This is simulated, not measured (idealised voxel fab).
The document below concerns the process module designated voxel self aligned contacts.
For reference, the cross-section in this document is cut, with width 295 nm and square cells of 5 nm.
Reading order for cross-sections: top band down to bottom band. Underlying form: a grid of square cells. Band size: one or more rows of cells.
Look at the band entry: it leads with the top's height and the bottom's height in nm. Then it lists the materials left to right, with a width in nm for each. The word "throughout" on a single material says that material fills the band edge to edge. The word "empty" is empty space.
Beneath 0, the wafer as received is one material, and that level is where height counting begins. The lowest band goes on downward without a bottom; it is written like "z 0 and below".
Note: "30->40" means the width goes from the first number (top row of the band) to the second number (bottom row) in equal steps per row of cells.
A step reported as "no change occurred" is a step in which no cell of the cross-section changed.
"Listed closed voids" contains a list of empty spaces, each no smaller than 8 cells and without an open way to the top, written in the form width x height at distance with the distance from the left edge and all three in nm.
after a step's settings: what the simulator itself notes on the step
A step's line can hold "overlay nm"; with a mask on that step, the setting says how far right of the planned place the mask lay, while a negative setting says it lay to the left.
## Set out below are the planned steps of the process
1,op RECEIVE | material Si
2,op CONFORMAL_DEP | material SiO2 | thk nm 5
3,op DIRECTIONAL_DEP | material polySi | thk nm 25
4,op DIRECTIONAL_DEP | material SiN | thk nm 20
5,op PATTERN | tone cover | mask id GATE | material resist | width nm 30 | pitch nm 75 | thk nm 15 | overlay nm -15
6,op DIRECTIONAL_ETCH | etch materials SiN | depth nm 20
7,op DIRECTIONAL_ETCH | etch materials polySi | depth nm 25
8,op STRIP | etch materials resist
9,op CONFORMAL_DEP | material SiN | thk nm 10
10,op DIRECTIONAL_ETCH | etch materials SiN | depth nm 10
11,op FILL_DEP | material SiO2 | thk nm 15
12,op CMP | height nm 55
13,op MASKED_ETCH | tone open | mask id CONTACT | width nm 55 | etch materials SiO2 | depth nm 55 | overlay nm 0
14,op CONFORMAL_DEP | material TiN | thk nm 5
15,op FILL_DEP | material Ru | thk nm 5
16,op CMP | height nm 55
17,op CONFORMAL_DEP | material SiN | thk nm 5
The wafers in this document start out alike and differ in the overlay nm applied at step 5; the plan shows the value used for the first wafer.
## Cut through the first of several wafers as received, post step 1
z 0 and below = Si throughout
Listed closed voids: none
## first wafer at the end, after step 17
z 60 to 55 = SiN throughout
z 55 to 50 = SiO2 120 nm / TiN 5 nm / Ru 15 nm / TiN 35 nm / SiO2 120 nm
z 50 to 30 = SiO2 70 nm / SiN 50 nm / TiN 5 nm / Ru 15 nm / TiN 5 nm / SiN 50 nm / SiO2 100 nm
z 30 to 5 = SiO2 70 nm / SiN 10 nm / polySi 30 nm / SiN 10 nm / TiN 5 nm / Ru 15 nm / TiN 5 nm / SiN 10 nm / polySi 30 nm / SiN 10 nm / SiO2 100 nm
z 5 to 0 = SiO2 120 nm / TiN 25 nm / SiO2 150 nm
z 0 and below = Si throughout
Listed closed voids: none
## last wafer at the end
z 60 to 55 = SiN throughout
z 55 to 50 = SiO2 120 nm / TiN 35 nm / Ru 15 nm / TiN 5 nm / SiO2 120 nm
z 50 to 30 = SiO2 100 nm / SiN 50 nm / TiN 5 nm / Ru 15 nm / TiN 5 nm / SiN 50 nm / SiO2 70 nm
z 30 to 5 = SiO2 100 nm / SiN 10 nm / polySi 30 nm / SiN 10 nm / TiN 5 nm / Ru 15 nm / TiN 5 nm / SiN 10 nm / polySi 30 nm / SiN 10 nm / SiO2 70 nm
z 5 to 0 = SiO2 150 nm / TiN 25 nm / SiO2 120 nm
z 0 and below = Si throughout
Listed closed voids: none
## Tabulated below, wafer by wafer, are the end-of-module results: for each material, the number of cells gained (+) or lost (-) relative to the as-received state, followed by the closed voids
overlay nm -15; +30 Ru; +179 SiN; +408 SiO2; +31 TiN; +60 polySi; Listed closed voids: none
overlay nm -10; +30 Ru; +179 SiN; +408 SiO2; +31 TiN; +60 polySi; Listed closed voids: none
overlay nm -5; +30 Ru; +179 SiN; +408 SiO2; +31 TiN; +60 polySi; Listed closed voids: none
overlay nm 0; +30 Ru; +179 SiN; +408 SiO2; +31 TiN; +60 polySi; Listed closed voids: none
overlay nm 5; +30 Ru; +179 SiN; +408 SiO2; +31 TiN; +60 polySi; Listed closed voids: none
overlay nm 10; +30 Ru; +179 SiN; +408 SiO2; +31 TiN; +60 polySi; Listed closed voids: none
overlay nm 15; +30 Ru; +179 SiN; +408 SiO2; +31 TiN; +60 polySi; Listed closed voids: none
